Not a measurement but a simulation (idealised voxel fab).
Name of the process module below: voxel lift off
Section shown: cut. Width: 300 nm. Cell size: 5 nm, square.
Bands, listed from the top down, are how a cross-section gets written in this document; the cross-section itself is a grid of square cells, and a band is one or more rows of them. Within each band entry, the heights of the top and of the bottom of the band appear first, in that order and in nm; the materials of the band then follow from left to right, each with its corresponding width in nm. The designation "all across" on a single material indicates that it fills the band from edge to edge; the designation "blank" indicates empty space. Below 0: as-received wafer, all one material; heights counted from there. Lowest band: no bottom, goes on down, written "0 -> down". Width: "30 to 40" (first number = top row, second number = bottom row, same change from row to row of cells). What does "remains unaltered" mean for a step? It means no cell of the cross-section changed in that step. Empty spaces without an open route to the top, at least 8 cells in extent, make up the entry "Unvented voids"; each is given as width x height at distance, where the distance is measured from the left edge, and all are in nm. Anything after a step's settings on that line? It's the simulator's own note about the step. For masked steps, "overlay nm" on the step line gives how far right of plan the mask actually lay; a minus sign means it lay to the left.
Planned step list for the process
step 1: op RECEIVE | material Si
step 2: op CONFORMAL_DEP | material SiN | thk nm 15
step 3: op PATTERN | tone open | mask id LINES | material resist | width nm 30 | pitch nm 60 | thk nm 20 | overlay nm 0
step 4: op DIRECTIONAL_DEP | material Ru | thk nm 10
step 5: op STRIP | etch materials resist
step 6: op CONFORMAL_DEP | material SiCN | thk nm 10
As-received state of the wafer in cross-section, equivalent to post-step 1
    0 -> down  Si all across
    Unvented voids: none
Final wafer profile in cross-section after the module, from the same start and plan as above, with one mistake made during processing
    35 -> 25  blank=70 | SiCN=40 | blank=20 | SiCN=40 | blank=20 | SiCN=40 | blank=70
    25 -> 15  SiCN=80 | Ru=20 | SiCN=40 | Ru=20 | SiCN=40 | Ru=20 | SiCN=80
    15 -> 0  SiN all across
    0 -> down  Si all across
    Unvented voids: none
The plan and the run diverged here: step 3 ran differently from the plan; actual operation with settings: op PATTERN | tone open | mask id LINES | material resist | width nm 20 | pitch nm 60 | thk nm 20 | overlay nm 0
